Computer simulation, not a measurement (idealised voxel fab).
The document below concerns the process module designated voxel double patterning.
Xsec cut, 225 nm wide, square cell size 5 nm.
Cross-section, as written here: a square-cell grid given band by band from the top down, where a band holds one or more rows of cells. Band entry format. Leading values: height of top, height of bottom, nm. Remainder: materials in left-to-right order, each with its width in nm. Special words: "throughout" on a single material, which then fills the band edge to edge; "blank", empty space. Height is counted from the level 0, under which the received wafer is composed throughout of one material. The lowest of the bands is not closed at the bottom but continues downward, in the notation "from 0 down". The width entry "30->40" should be interpreted row by row: the top row of cells in the band takes the first number, the bottom row takes the second number, and the change between adjacent rows is uniform throughout. Key: "left unchanged" - step with no changed cell in the cross-section. "Voids, fully enclosed" - sealed voids, min. 8 cells, no opening to top; format: width x height at distance (distance from left edge; nm throughout). The remark found on a step's line after its settings is issued by the simulator itself and pertains to that step. "overlay nm" answers the question of how far to the right of plan the mask lay on a step that has a mask, and when it is negative the answer is to the left.
## These are the steps we planned for the process
1) RECEIVE: material Si
2) CONFORMAL_DEP: material SiN, thk nm 5
3) DIRECTIONAL_DEP: material SiO2, thk nm 15
4) DIRECTIONAL_DEP: material SiCN, thk nm 10
5) PATTERN: tone open, mask id FIRST, material resist, width nm 15, pitch nm 50, thk nm 15, overlay nm 0
6) DIRECTIONAL_ETCH: etch materials SiCN, depth nm 10
7) STRIP: etch materials resist
8) MASKED_ETCH: tone open, mask id SECOND, width nm 15, pitch nm 50, etch materials SiCN, depth nm 10, overlay nm 0
9) DIRECTIONAL_ETCH: etch materials SiO2, depth nm 15
10) STRIP: etch materials SiCN
## As-received wafer cross-section (after step 1)
  from 0 down | Si throughout
  Voids, fully enclosed: none
## Here's the wafer cut in cross-section after the module, started and planned just like above, except one thing was done wrong in the run
  from 20 to 0 | SiN throughout
  from 0 down | Si throughout
  Voids, fully enclosed: none
It is concluded that the wafer was processed incorrectly with respect to the plan, in that step 3 was run on a setting that differed from the plan, and what really ran there is DIRECTIONAL_DEP: material SiN, thk nm 15
